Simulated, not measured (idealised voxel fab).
The document below concerns the process module designated voxel plated lines.
Cross-sectional view cut (width: 290 nm; square cell size: 5 nm).
Cross-section layout: square cells on a grid; listed as bands, top to bottom; a band spans one or more cell rows. Heights first: top, then bottom, in nm. Then materials, left to right, each with a width in nm. "edge to edge" on a single material: fills the band edge to edge. "air": empty space. For the purposes of this specification, 0 denotes the height below which the wafer in its as-received condition is composed wholly of one material, and the lowermost band, lacking a lower limit, extends downward without end, as expressed in "0 and below". So if you see something like "30->40" for the width, read it as the top row of the band sitting at the first number and the bottom row at the second, with every row in between moving by the same amount as the last. "nothing was modified" means the step left every cell of the cross-section as it was. "Closed void list": empty spaces of 8 cells or more with no open way to the top, each given as width x height at distance, distance from the left edge, all in nm. Past the settings on a step's line: simulator remark, on that step. What "overlay nm" on a step's line means: if the step has a mask, that mask lay this far to the right of its planned place, or, when the value is negative, to the left.

-- Set out below are the planned steps of the process
step 1: RECEIVE (material Si)
step 2: CONFORMAL_DEP (material SiN; thk nm 5)
step 3: DIRECTIONAL_DEP (material TiN; thk nm 5)
step 4: PATTERN (tone open; mask id LINES; material resist; width nm 15; pitch nm 40; thk nm 30; overlay nm 0)
step 5: EPI (material Ru; thk nm 10)
step 6: EPI (material Ru; thk nm 10)
step 7: STRIP (etch materials resist)
step 8: DIRECTIONAL_ETCH (etch materials TiN; depth nm 5)
step 9: CONFORMAL_DEP (material SiO2; thk nm 5)

-- The cross-section here shows the wafer as received, i.e. in its state after step 1
0 and below = Si edge to edge
Closed void list: none

-- First of two wafers at the end of the module, shown in cross-section; run carried out as planned
35 down to 30 = 110 nm air  25 nm SiO2  15 nm air  25 nm SiO2  115 nm air
30 down to 10 = 110 nm air  5 nm SiO2  15 nm Ru  5 nm SiO2  15 nm air  5 nm SiO2  15 nm Ru  5 nm SiO2  115 nm air
10 down to 5 = 115 nm SiO2  15 nm TiN  25 nm SiO2  15 nm TiN  120 nm SiO2
5 down to 0 = SiN edge to edge
0 and below = Si edge to edge
Closed void list: none

-- This cross-section belongs to the second wafer of two at the end of the module; the start and the plan were shared with the first, and the run included one mistake
45 down to 40 = 110 nm air  25 nm SiO2  15 nm air  25 nm SiO2  115 nm air
40 down to 10 = 110 nm air  5 nm SiO2  15 nm Ru  5 nm SiO2  15 nm air  5 nm SiO2  15 nm Ru  5 nm SiO2  115 nm air
10 down to 5 = 115 nm SiO2  15 nm TiN  25 nm SiO2  15 nm TiN  120 nm SiO2
5 down to 0 = SiN edge to edge
0 and below = Si edge to edge
Closed void list: none
Error vs. plan: one of 5 and 6, all the same step, was done twice; can't tell which
FYI, end of process, the second wafer has more or fewer cells of some materials than the first: Ru: 12 more, SiO2: 8 more
